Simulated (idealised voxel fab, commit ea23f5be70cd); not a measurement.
voxel capacitor over wiring: a process module
The width of the displayed cross-section, cut, is 205 nm; its cells are square, with a size of 5 nm.
If you're reading a cross-section in this doc, picture square cells in a grid; it comes to you as bands, top ones listed first down to the bottom, and a band can be one or more rows of cells.
Basically the band line says how high the top is and how high the bottom is, in nm, and then what's in it from left to right, every material with its width in nm. Empty space shows up as "blank", and if a single material carries "edge to edge" it runs the full band edge to edge.
Height reference: 0 = level under which incoming wafer is all one material. Lowest band: no bottom, runs on downward, e.g. "0 nm and below".
Width: "30..40" (first number = top row, second number = bottom row, same change from row to row of cells).
What does "everything unchanged" mean for a step? It means no cell of the cross-section changed in that step.
Basically, "Unvented cavities" tells you about the enclosed voids: empty spaces with no open way to the top, 8 cells or bigger, each written width x height at distance, where distance is from the left edge, all in nm.
If you see something after the settings on a step's line, that's the simulator's own remark about that step.
overlay nm: how far to the right of its planned place the mask lay on this masked step (negative: to the left).

Planned step list for the process:
1,RECEIVE | material Si
2,CONFORMAL_DEP | material SiO2 | thk nm 10
3,CONFORMAL_DEP | material SiCN | thk nm 5
4,DIRECTIONAL_DEP | material SiO2 | thk nm 25
5,PATTERN | tone open | mask id METAL_1 | material resist | width nm 20 | pitch nm 85 | thk nm 15 | overlay nm 0
6,DIRECTIONAL_ETCH | etch materials SiO2 | depth nm 25
7,DIRECTIONAL_ETCH | etch materials SiCN | depth nm 5
8,STRIP | etch materials resist
9,CONFORMAL_DEP | material TiN | thk nm 5
10,FILL_DEP | material Cu | thk nm 10
11,CMP | height nm 40
12,CONFORMAL_DEP | material SiCN | thk nm 5
13,DIRECTIONAL_DEP | material SiO2 | thk nm 20
14,DIRECTIONAL_DEP | material aC | thk nm 15
15,PATTERN | tone open | mask id PLUG_1 | material resist | width nm 15 | thk nm 30 | overlay nm 0
16,DIRECTIONAL_ETCH | etch materials aC | depth nm 15
17,STRIP | etch materials resist
18,DIRECTIONAL_ETCH | etch materials SiO2 | depth nm 20
19,DIRECTIONAL_ETCH | etch materials SiCN | depth nm 5
20,STRIP | etch materials aC
21,EPI | material Ru | thk nm 10
22,EPI | material Ru | thk nm 10
23,EPI | material Ru | thk nm 5
24,DIRECTIONAL_DEP | material TiN | thk nm 5
25,DIRECTIONAL_DEP | material Al2O3 | thk nm 5
26,DIRECTIONAL_DEP | material TiN | thk nm 5
27,MASKED_ETCH | tone cover | mask id UPPER_PLATE | width nm 70 | etch materials TiN | depth nm 5 | overlay nm 0
28,MASKED_ETCH | tone cover | mask id UPPER_PLATE | width nm 70 | etch materials Al2O3 | depth nm 5 | overlay nm 0
29,MASKED_ETCH | tone cover | mask id LOWER_PLATE | width nm 80 | etch materials TiN | depth nm 5 | overlay nm 0
30,FILL_DEP | material SiO2 | thk nm 15
31,CMP | height nm 90
32,DIRECTIONAL_DEP | material aC | thk nm 15
33,PATTERN | tone open | mask id PLUG_2 | material resist | width nm 15 | thk nm 35 | overlay nm 0
34,DIRECTIONAL_ETCH | etch materials aC | depth nm 15
35,STRIP | etch materials resist
36,DIRECTIONAL_ETCH | etch materials SiO2 | depth nm 10
37,STRIP | etch materials aC
38,CONFORMAL_DEP | material TiN | thk nm 5
39,FILL_DEP | material Cu | thk nm 5
40,CMP | height nm 80
41,CONFORMAL_DEP | material SiCN | thk nm 5
The value of height nm given for step 40 in the plan refers to the first wafer; the wafers vary in this setting and are alike at the start.

This is how the first of several wafers looked in cross-section when it arrived, which is after step 1:
	0 nm and below  Si edge to edge
	Unvented cavities: none

Wafer rows; end of module; cells per material since receipt: (+) gained, (-) lost; then closed voids:
height nm 80; +14 Al2O3; +20 Cu; +15 Ru; +112 SiCN; +478 SiO2; +58 TiN; Unvented cavities: none
height nm 85; +14 Al2O3; +20 Cu; +15 Ru; +112 SiCN; +516 SiO2; +61 TiN; Unvented cavities: none
height nm 90; +14 Al2O3; +21 Cu; +15 Ru; +112 SiCN; +554 SiO2; +63 TiN; Unvented cavities: none
height nm 95; +14 Al2O3; +22 Cu; +15 Ru; +112 SiCN; +554 SiO2; +103 TiN; Unvented cavities: none
height nm 100; +14 Al2O3; +63 Cu; +15 Ru; +112 SiCN; +554 SiO2; +103 TiN; Unvented cavities: none
